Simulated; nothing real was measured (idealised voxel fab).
process module | voxel capacitor over wiring
Cross-section cut: width 240 nm, square cells of 5 nm.
Each cross-section below is a grid of square cells, stated as bands in top-down order, with one or more rows of cells making up each band. Basically the band line says how high the top is and how high the bottom is, in nm, and then what's in it from left to right, every material with its width in nm. Empty space shows up as "air", and if a single material carries "full width" it runs the full band edge to edge. Convention: height 0 is the level below which the wafer, as received, is all one material. The lowest band does not terminate at the bottom but continues downward, represented as "0..down". A two-number width, for instance "30->40", indicates that the width is equal to the first number in the top row of the band and to the second number in the bottom row, and that it changes by a constant amount per row of cells. Step note "no alteration" = no cross-section cell changed. "Closed void listing" lists enclosed empty spaces (at least 8 cells, no open path upward to the top), each as width x height at distance from the left edge, in nm. Formally, on a step line, whatever follows the settings is a remark that the simulator itself makes on the step. You can add "overlay nm" to a step's line. For a step with a mask, it describes how far the mask lay to the right of its planned position, and a negative number describes a lay to the left.

### So here's the lineup of process steps we planned
1: RECEIVE (material Si)
2: CONFORMAL_DEP (material SiO2; thk nm 15)
3: DIRECTIONAL_DEP (material TiN; thk nm 5)
4: DIRECTIONAL_DEP (material W; thk nm 15)
5: MASKED_ETCH (tone cover; mask id METAL_1; width nm 30; pitch nm 90; etch materials W; depth nm 15; overlay nm 0)
6: MASKED_ETCH (tone cover; mask id METAL_1; width nm 30; pitch nm 90; etch materials TiN; depth nm 5; overlay nm 0)
7: FILL_DEP (material SiO2; thk nm 5)
8: CMP (height nm 35)
9: CONFORMAL_DEP (material SiCN; thk nm 5)
10: DIRECTIONAL_DEP (material SiO2; thk nm 20)
11: DIRECTIONAL_DEP (material aC; thk nm 10)
12: PATTERN (tone open; mask id PLUG_1; material resist; width nm 15; thk nm 30; overlay nm 0)
13: DIRECTIONAL_ETCH (etch materials aC; depth nm 10)
14: STRIP (etch materials resist)
15: DIRECTIONAL_ETCH (etch materials SiO2; depth nm 20)
16: DIRECTIONAL_ETCH (etch materials SiCN; depth nm 5)
17: STRIP (etch materials aC)
18: EPI (material Ru; thk nm 10)
19: EPI (material Ru; thk nm 10)
20: EPI (material Ru; thk nm 5)
21: DIRECTIONAL_DEP (material TiN; thk nm 5)
22: DIRECTIONAL_DEP (material SiN; thk nm 5)
23: DIRECTIONAL_DEP (material TiN; thk nm 5)
24: MASKED_ETCH (tone cover; mask id UPPER_PLATE; width nm 65; etch materials TiN; depth nm 5; overlay nm 0)
25: MASKED_ETCH (tone cover; mask id UPPER_PLATE; width nm 65; etch materials SiN; depth nm 5; overlay nm 0)
26: MASKED_ETCH (tone cover; mask id LOWER_PLATE; width nm 75; etch materials TiN; depth nm 5; overlay nm 0)
27: FILL_DEP (material SiO2; thk nm 20)
28: CMP (height nm 90)
29: DIRECTIONAL_DEP (material aC; thk nm 10)
30: PATTERN (tone open; mask id PLUG_2; material resist; width nm 15; thk nm 30; overlay nm 0)
31: DIRECTIONAL_ETCH (etch materials aC; depth nm 10)
32: STRIP (etch materials resist)
33: DIRECTIONAL_ETCH (etch materials SiO2; depth nm 15)
34: STRIP (etch materials aC)
35: CONFORMAL_DEP (material TiN; thk nm 5)
36: FILL_DEP (material W; thk nm 5)
37: CMP (height nm 90)
38: CONFORMAL_DEP (material SiCN; thk nm 5)

### First of two wafers - as planned

### As received (post step 1): cross-section
    0..down = Si full width
    Closed void listing: none

### Once step 2 is through, the wafer looks like this in cross-section
    15..0 = SiO2 full width
    Note: structure below 0 unchanged.

### Once step 3 is through, the wafer looks like this in cross-section
    20..15 = TiN full width
    Note: structure below 15 unchanged.

### Once step 4 is through, the wafer looks like this in cross-section
    35..20 = W full width
    Note: structure below 20 unchanged.

### Once step 5 is through, the wafer looks like this in cross-section
    35..20 = air (60)  W (30)  air (60)  W (30)  air (60)
    Note: structure below 20 unchanged.

### Once step 6 is through, the wafer looks like this in cross-section
    35..20 = air (60)  W (30)  air (60)  W (30)  air (60)
    20..15 = air (60)  TiN (30)  air (60)  TiN (30)  air (60)
    Note: structure below 15 unchanged.

### Once step 7 is through, the wafer looks like this in cross-section
    40..35 = SiO2 full width
    35..20 = SiO2 (60)  W (30)  SiO2 (60)  W (30)  SiO2 (60)
    20..15 = SiO2 (60)  TiN (30)  SiO2 (60)  TiN (30)  SiO2 (60)
    Note: structure below 15 unchanged.

### Once step 8 is through, the wafer looks like this in cross-section
    35..20 = SiO2 (60)  W (30)  SiO2 (60)  W (30)  SiO2 (60)
    Note: structure below 20 unchanged.

### Once step 9 is through, the wafer looks like this in cross-section
    40..35 = SiCN full width
    Note: structure below 35 unchanged.

### Once step 10 is through, the wafer looks like this in cross-section
    60..40 = SiO2 full width
    Note: structure below 40 unchanged.

### Once step 11 is through, the wafer looks like this in cross-section
    70..60 = aC full width
    Note: structure below 60 unchanged.

### Once step 12 is through, the wafer looks like this in cross-section
    100..70 = resist (75)  air (15)  resist (150)
    Note: structure below 70 unchanged.

### Once step 13 is through, the wafer looks like this in cross-section
    90..70 = resist (75)  air (15)  resist (150)
    70..60 = aC (75)  air (15)  aC (150)
    Note: structure below 60 unchanged.

### Once step 14 is through, the wafer looks like this in cross-section
    70..60 = aC (75)  air (15)  aC (150)
    Note: structure below 60 unchanged.

### Once step 15 is through, the wafer looks like this in cross-section
    70..60 = aC (75)  air (15)  aC (150)
    60..40 = SiO2 (75)  air (15)  SiO2 (150)
    Note: structure below 40 unchanged.

### Once step 16 is through, the wafer looks like this in cross-section
    70..60 = aC (75)  air (15)  aC (150)
    60..40 = SiO2 (75)  air (15)  SiO2 (150)
    40..35 = SiCN (75)  air (15)  SiCN (150)
    Note: structure below 35 unchanged.

### Once step 17 is through, the wafer looks like this in cross-section
    60..40 = SiO2 (75)  air (15)  SiO2 (150)
    Note: structure below 40 unchanged.

### Once step 18 is through, the wafer looks like this in cross-section
    60..45 = SiO2 (75)  air (15)  SiO2 (150)
    45..40 = SiO2 (75)  Ru (15)  SiO2 (150)
    40..35 = SiCN (75)  Ru (15)  SiCN (150)
    Note: structure below 35 unchanged.

### Once step 19 is through, the wafer looks like this in cross-section
    60..55 = SiO2 (75)  air (15)  SiO2 (150)
    55..40 = SiO2 (75)  Ru (15)  SiO2 (150)
    Note: structure below 40 unchanged.

### Once step 20 is through, the wafer looks like this in cross-section
    60..40 = SiO2 (75)  Ru (15)  SiO2 (150)
    Note: structure below 40 unchanged.

### Once step 21 is through, the wafer looks like this in cross-section
    65..60 = TiN full width
    Note: structure below 60 unchanged.

### Once step 22 is through, the wafer looks like this in cross-section
    70..65 = SiN full width
    Note: structure below 65 unchanged.

### Once step 23 is through, the wafer looks like this in cross-section
    75..70 = TiN full width
    Note: structure below 70 unchanged.

### Once step 24 is through, the wafer looks like this in cross-section
    75..70 = air (75)  TiN (65)  air (100)
    Note: structure below 70 unchanged.

### Once step 25 is through, the wafer looks like this in cross-section
    75..70 = air (75)  TiN (65)  air (100)
    70..65 = air (75)  SiN (65)  air (100)
    Note: structure below 65 unchanged.

### Once step 26 is through, the wafer looks like this in cross-section
    75..70 = air (75)  TiN (65)  air (100)
    70..65 = air (75)  SiN (65)  air (100)
    65..60 = air (70)  TiN (75)  air (95)
    Note: structure below 60 unchanged.

### Once step 27 is through, the wafer looks like this in cross-section
    95..75 = SiO2 full width
    75..70 = SiO2 (75)  TiN (65)  SiO2 (100)
    70..65 = SiO2 (75)  SiN (65)  SiO2 (100)
    65..60 = SiO2 (70)  TiN (75)  SiO2 (95)
    Note: structure below 60 unchanged.

### Once step 28 is through, the wafer looks like this in cross-section
    90..75 = SiO2 full width
    Note: structure below 75 unchanged.

### Once step 29 is through, the wafer looks like this in cross-section
    100..90 = aC full width
    Note: structure below 90 unchanged.

### Once step 30 is through, the wafer looks like this in cross-section
    130..100 = resist (85)  air (15)  resist (140)
    Note: structure below 100 unchanged.

### Once step 31 is through, the wafer looks like this in cross-section
    120..100 = resist (85)  air (15)  resist (140)
    100..90 = aC (85)  air (15)  aC (140)
    Note: structure below 90 unchanged.

### Once step 32 is through, the wafer looks like this in cross-section
    100..90 = aC (85)  air (15)  aC (140)
    Note: structure below 90 unchanged.

### Once step 33 is through, the wafer looks like this in cross-section
    100..90 = aC (85)  air (15)  aC (140)
    90..75 = SiO2 (85)  air (15)  SiO2 (140)
    Note: structure below 75 unchanged.

### Once step 34 is through, the wafer looks like this in cross-section
    90..75 = SiO2 (85)  air (15)  SiO2 (140)
    Note: structure below 75 unchanged.

### Once step 35 is through, the wafer looks like this in cross-section
    95..90 = TiN (90)  air (5)  TiN (145)
    90..80 = SiO2 (85)  TiN (5)  air (5)  TiN (5)  SiO2 (140)
    80..70 = SiO2 (85->75)  TiN (15->65)  SiO2 (140->100)
    Note: structure below 70 unchanged.

### Once step 36 is through, the wafer looks like this in cross-section
    100..95 = W full width
    95..90 = TiN (90)  W (5)  TiN (145)
    90..80 = SiO2 (85)  TiN (5)  W (5)  TiN (5)  SiO2 (140)
    Note: structure below 80 unchanged.

### Once step 37 is through, the wafer looks like this in cross-section
    90..80 = SiO2 (85)  TiN (5)  W (5)  TiN (5)  SiO2 (140)
    Note: structure below 80 unchanged.

### Once step 38 is through, the wafer looks like this in cross-section
    95..90 = SiCN full width
    Note: structure below 90 unchanged.

### Second of two: same start, same plan, one run error; steps up to and including 17 match the first

### The second wafer in cross-section, at the planned close of step 19
    60..45 = SiO2 (75)  air (15)  SiO2 (150)
    45..40 = SiO2 (75)  Ru (15)  SiO2 (150)
    40..35 = SiCN (75)  Ru (15)  SiCN (150)
    Note: structure below 35 unchanged.

### The second wafer in cross-section, at the planned close of step 20
    60..50 = SiO2 (75)  air (15)  SiO2 (150)
    50..40 = SiO2 (75)  Ru (15)  SiO2 (150)
    Note: structure below 40 unchanged.

### The second wafer in cross-section, at the planned close of step 21
    65..60 = TiN (75)  air (15)  TiN (150)
    60..55 = SiO2 (75)  air (15)  SiO2 (150)
    55..50 = SiO2 (75)  TiN (15)  SiO2 (150)
    Note: structure below 50 unchanged.

### The second wafer in cross-section, at the planned close of step 22
    70..65 = SiN (75)  air (15)  SiN (150)
    65..60 = TiN (75)  air (15)  TiN (150)
    60..55 = SiO2 (75)  SiN (15)  SiO2 (150)
    Note: structure below 55 unchanged.

### The second wafer in cross-section, at the planned close of step 23
    75..70 = TiN (75)  air (15)  TiN (150)
    70..65 = SiN (75)  air (15)  SiN (150)
    65..60 = TiN full width
    Note: structure below 60 unchanged.

### The second wafer in cross-section, at the planned close of step 24
    75..70 = air (90)  TiN (50)  air (100)
    Note: structure below 70 unchanged.

### The second wafer in cross-section, at the planned close of step 25
    75..70 = air (90)  TiN (50)  air (100)
    70..65 = air (90)  SiN (50)  air (100)
    Note: structure below 65 unchanged.

### The second wafer in cross-section, at the planned close of step 26
    75..70 = air (90)  TiN (50)  air (100)
    70..65 = air (90)  SiN (50)  air (100)
    65..60 = air (70)  TiN (75)  air (95)
    Note: structure below 60 unchanged.

### The second wafer in cross-section, at the planned close of step 27
    95..75 = SiO2 full width
    75..70 = SiO2 (90)  TiN (50)  SiO2 (100)
    70..65 = SiO2 (90)  SiN (50)  SiO2 (100)
    65..60 = SiO2 (70)  TiN (75)  SiO2 (95)
    Note: structure below 60 unchanged.

### The second wafer in cross-section, at the planned close of step 28
    90..75 = SiO2 full width
    Note: structure below 75 unchanged.

### The second wafer in cross-section, at the planned close of step 29
    100..90 = aC full width
    Note: structure below 90 unchanged.

### The second wafer in cross-section, at the planned close of step 30
    130..100 = resist (85)  air (15)  resist (140)
    Note: structure below 100 unchanged.

### The second wafer in cross-section, at the planned close of step 31
    120..100 = resist (85)  air (15)  resist (140)
    100..90 = aC (85)  air (15)  aC (140)
    Note: structure below 90 unchanged.

### The second wafer in cross-section, at the planned close of step 32
    100..90 = aC (85)  air (15)  aC (140)
    Note: structure below 90 unchanged.

### The second wafer in cross-section, at the planned close of step 33
    100..90 = aC (85)  air (15)  aC (140)
    90..75 = SiO2 (85)  air (15)  SiO2 (140)
    Note: structure below 75 unchanged.

### The second wafer in cross-section, at the planned close of step 34
    90..75 = SiO2 (85)  air (15)  SiO2 (140)
    Note: structure below 75 unchanged.

### The second wafer in cross-section, at the planned close of step 35
    95..90 = TiN (90)  air (5)  TiN (145)
    90..80 = SiO2 (85)  TiN (5)  air (5)  TiN (5)  SiO2 (140)
    80..70 = SiO2 (85->90)  TiN (15->50)  SiO2 (140->100)
    Note: structure below 70 unchanged.

### The second wafer in cross-section, at the planned close of step 36
    100..95 = W full width
    95..90 = TiN (90)  W (5)  TiN (145)
    90..80 = SiO2 (85)  TiN (5)  W (5)  TiN (5)  SiO2 (140)
    Note: structure below 80 unchanged.

### The second wafer in cross-section, at the planned close of step 37
    90..80 = SiO2 (85)  TiN (5)  W (5)  TiN (5)  SiO2 (140)
    Note: structure below 80 unchanged.

### The second wafer in cross-section, at the planned close of step 38
    95..90 = SiCN full width
    Note: structure below 90 unchanged.
What broke from the plan during processing? since steps 18 and 19 are all the same, there's no way to know which one of them was skipped, only that one was
At the finish, the second wafer shows more or fewer cells for some materials than the first does: Ru -6 | SiO2 +6
